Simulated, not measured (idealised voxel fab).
A process module follows: voxel wiring stack.
We display cut, a cross-section 260 nm in width whose square cells are each 5 nm.
For the purposes of this document, a cross-section shall be understood as a grid of square cells, specified as bands listed in top-to-bottom order, each band consisting of one or more rows of cells. The entry gives the band's vertical extent as a top height and a bottom height in nm, then its horizontal make-up as materials from left to right, each with a width in nm. "blank" stands for empty space; a single material marked "full width" fills the band edge to edge. For the purposes of this specification, 0 denotes the height below which the wafer in its as-received condition is composed wholly of one material, and the lowermost band, lacking a lower limit, extends downward without end, as expressed in "0 -> down". Width: "30..40" (first number = top row, second number = bottom row, same change from row to row of cells). Step note "remains unaltered" = no cross-section cell changed. Basically, "Enclosed void entries" tells you about the enclosed voids: empty spaces with no open way to the top, 8 cells or bigger, each written width x height at distance, where distance is from the left edge, all in nm. On a step's line, text after the settings is the simulator commenting on that step. overlay nm, on a step with a mask: how far to the right of its planned place the mask lay; to the left if negative.
**This section lists the process steps that were planned**
1: op RECEIVE | material Si
2: op CONFORMAL_DEP | material SiO2 | thk nm 15
3: op CONFORMAL_DEP | material SiN | thk nm 5
4: op DIRECTIONAL_DEP | material SiO2 | thk nm 20
5: op PATTERN | tone open | mask id METAL_1 | material resist | width nm 30 | pitch nm 60 | thk nm 20 | overlay nm 0
6: op DIRECTIONAL_ETCH | etch materials SiO2 | depth nm 20
7: op DIRECTIONAL_ETCH | etch materials SiN | depth nm 5
8: op STRIP | etch materials resist
9: op CONFORMAL_DEP | material TiN | thk nm 5
10: op FILL_DEP | material Cu | thk nm 5
11: op CMP | height nm 40
12: op CONFORMAL_DEP | material SiCN | thk nm 5
13: op DIRECTIONAL_DEP | material lowk | thk nm 30
14: op PATTERN | tone open | mask id METAL_2_HOLES | material resist | width nm 15 | pitch nm 120 | thk nm 20 | overlay nm 0
15: op DIRECTIONAL_ETCH | etch materials lowk | depth nm 30
16: op STRIP | etch materials resist
17: op DIRECTIONAL_DEP | material aC | thk nm 15
18: op PATTERN | tone open | mask id METAL_2 | material resist | width nm 30 | pitch nm 60 | thk nm 35 | overlay nm 0
19: op DIRECTIONAL_ETCH | etch materials aC | depth nm 15
20: op STRIP | etch materials resist
21: op DIRECTIONAL_ETCH | etch materials lowk | depth nm 15
22: op DIRECTIONAL_ETCH | etch materials SiCN | depth nm 5
23: op STRIP | etch materials aC
24: op CONFORMAL_DEP | material TiN | thk nm 5
25: op FILL_DEP | material Cu | thk nm 5
26: op CMP | height nm 75
27: op CONFORMAL_DEP | material SiCN | thk nm 5
28: op DIRECTIONAL_DEP | material SiO2 | thk nm 20
29: op PATTERN | tone open | mask id PLUG_2 | material resist | width nm 15 | pitch nm 60 | thk nm 15 | overlay nm 0
30: op DIRECTIONAL_ETCH | etch materials SiO2 | depth nm 20
31: op DIRECTIONAL_ETCH | etch materials SiCN | depth nm 5
32: op STRIP | etch materials resist
33: op CONFORMAL_DEP | material TiN | thk nm 5
34: op FILL_DEP | material Cu | thk nm 10
35: op CMP | height nm 100
36: op DIRECTIONAL_DEP | material TiN | thk nm 5
37: op DIRECTIONAL_DEP | material W | thk nm 25
38: op MASKED_ETCH | tone cover | mask id METAL_3 | width nm 30 | pitch nm 60 | etch materials W | depth nm 25 | overlay nm 0
39: op MASKED_ETCH | tone cover | mask id METAL_3 | width nm 30 | pitch nm 60 | etch materials TiN | depth nm 5 | overlay nm 0
40: op CONFORMAL_DEP | material SiCN | thk nm 5
41: op FILL_DEP | material SiO2 | thk nm 10
42: op CMP | height nm 130
43: op CONFORMAL_DEP | material SiCN | thk nm 5
44: op DIRECTIONAL_DEP | material lowk | thk nm 20
45: op MASKED_ETCH | tone open | mask id PLUG_3 | width nm 15 | pitch nm 120 | etch materials lowk | depth nm 20 | overlay nm 0
46: op MASKED_ETCH | tone open | mask id PLUG_3 | width nm 15 | pitch nm 120 | etch materials SiCN | depth nm 5 | overlay nm 0
47: op EPI | material Ru | thk nm 10
48: op EPI | material Ru | thk nm 10
49: op EPI | material Ru | thk nm 5
50: op CONFORMAL_DEP | material SiCN | thk nm 5
51: op DIRECTIONAL_DEP | material SiO2 | thk nm 25
52: op PATTERN | tone open | mask id METAL_4 | material resist | width nm 30 | pitch nm 60 | thk nm 20 | overlay nm 0
53: op DIRECTIONAL_ETCH | etch materials SiO2 | depth nm 25
54: op DIRECTIONAL_ETCH | etch materials SiCN | depth nm 5
55: op STRIP | etch materials resist
56: op CONFORMAL_DEP | material TiN | thk nm 5
57: op FILL_DEP | material W | thk nm 5
58: op CMP | height nm 185
59: op EPI | material Ru | thk nm 5
60: op FILL_DEP | material SiCN | thk nm 5
**As-received state of the wafer in cross-section, equivalent to post-step 1**
0 -> down: Si full width
Enclosed void entries: none
**Run as planned - first of the two wafers cross-sectioned at the end of the module**
195 -> 190: SiCN full width
190 -> 185: SiCN=50, Ru=40, SiCN=20, Ru=40, SiCN=20, Ru=40, SiCN=50
185 -> 160: SiO2=55, TiN=5, W=20, TiN=5, SiO2=30, TiN=5, W=20, TiN=5, SiO2=30, TiN=5, W=20, TiN=5, SiO2=55
160 -> 155: SiCN=55, TiN=30, SiCN=30, TiN=30, SiCN=30, TiN=30, SiCN=55
155 -> 135: lowk=55, Ru=15, lowk=105, Ru=15, lowk=70
135 -> 130: SiCN=55, Ru=15, SiCN=105, Ru=15, SiCN=70
130 -> 105: SiO2=50, SiCN=5, W=30, SiCN=5, SiO2=20, SiCN=5, W=30, SiCN=5, SiO2=20, SiCN=5, W=30, SiCN=5, SiO2=50
105 -> 100: SiCN=55, TiN=30, SiCN=30, TiN=30, SiCN=30, TiN=30, SiCN=55
100 -> 80: SiO2=55, TiN=5, Cu=5, TiN=5, SiO2=45, TiN=5, Cu=5, TiN=5, SiO2=45, TiN=5, Cu=5, TiN=5, SiO2=70
80 -> 75: SiCN=55, TiN=15, SiCN=45, TiN=15, SiCN=45, TiN=15, SiCN=70
75 -> 65: lowk=55, TiN=5, Cu=20, TiN=5, lowk=30, TiN=5, Cu=20, TiN=5, lowk=30, TiN=5, Cu=20, TiN=5, lowk=55
65 -> 60: lowk=55, TiN=5, Cu=5, TiN=20, lowk=30, TiN=30, lowk=30, TiN=5, Cu=5, TiN=20, lowk=55
60 -> 45: lowk=55, TiN=5, Cu=5, TiN=5, lowk=105, TiN=5, Cu=5, TiN=5, lowk=70
45 -> 40: SiCN=55, TiN=15, SiCN=105, TiN=15, SiCN=70
40 -> 20: SiO2=55, TiN=5, Cu=20, TiN=5, SiO2=30, TiN=5, Cu=20, TiN=5, SiO2=30, TiN=5, Cu=20, TiN=5, SiO2=55
20 -> 15: SiN=55, TiN=30, SiN=30, TiN=30, SiN=30, TiN=30, SiN=55
15 -> 0: SiO2 full width
0 -> down: Si full width
Enclosed void entries: none
**Cross-section, second wafer: same start as the first, same plan as the first, one mistake in running it; taken at the end of the module**
195 -> 190: SiCN full width
190 -> 185: SiCN=50, Ru=40, SiCN=20, Ru=40, SiCN=20, Ru=40, SiCN=50
185 -> 160: SiO2=55, TiN=5, W=20, TiN=5, SiO2=30, TiN=5, W=20, TiN=5, SiO2=30, TiN=5, W=20, TiN=5, SiO2=55
160 -> 155: SiCN=55, TiN=30, SiCN=30, TiN=30, SiCN=30, TiN=30, SiCN=55
155 -> 135: lowk=55, Ru=15, lowk=105, Ru=15, lowk=70
135 -> 130: SiCN=55, Ru=15, SiCN=105, Ru=15, SiCN=70
130 -> 105: SiO2=50, SiCN=5, W=30, SiCN=5, SiO2=20, SiCN=5, W=30, SiCN=5, SiO2=20, SiCN=5, W=30, SiCN=5, SiO2=50
105 -> 100: SiCN=55, TiN=30, SiCN=30, TiN=30, SiCN=30, TiN=30, SiCN=55
100 -> 80: SiO2=60, TiN=5, Cu=5, TiN=5, SiO2=45, TiN=5, Cu=5, TiN=5, SiO2=45, TiN=5, Cu=5, TiN=5, SiO2=65
80 -> 75: SiCN=60, TiN=15, SiCN=45, TiN=15, SiCN=45, TiN=15, SiCN=65
75 -> 65: lowk=55, TiN=5, Cu=20, TiN=5, lowk=30, TiN=5, Cu=20, TiN=5, lowk=30, TiN=5, Cu=20, TiN=5, lowk=55
65 -> 60: lowk=55, TiN=5, Cu=5, TiN=20, lowk=30, TiN=30, lowk=30, TiN=5, Cu=5, TiN=20, lowk=55
60 -> 45: lowk=55, TiN=5, Cu=5, TiN=5, lowk=105, TiN=5, Cu=5, TiN=5, lowk=70
45 -> 40: SiCN=55, TiN=15, SiCN=105, TiN=15, SiCN=70
40 -> 20: SiO2=55, TiN=5, Cu=20, TiN=5, SiO2=30, TiN=5, Cu=20, TiN=5, SiO2=30, TiN=5, Cu=20, TiN=5, SiO2=55
20 -> 15: SiN=55, TiN=30, SiN=30, TiN=30, SiN=30, TiN=30, SiN=55
15 -> 0: SiO2 full width
0 -> down: Si full width
Enclosed void entries: none
Short version of what went wrong: step 29 ran with different settings than intended, the actual operation and settings being op PATTERN | tone open | mask id PLUG_2 | material resist | width nm 15 | pitch nm 60 | thk nm 15 | overlay nm 5
When the process is done, the second wafer contains the same cell count of every material as the first wafer, but distributed over other locations.
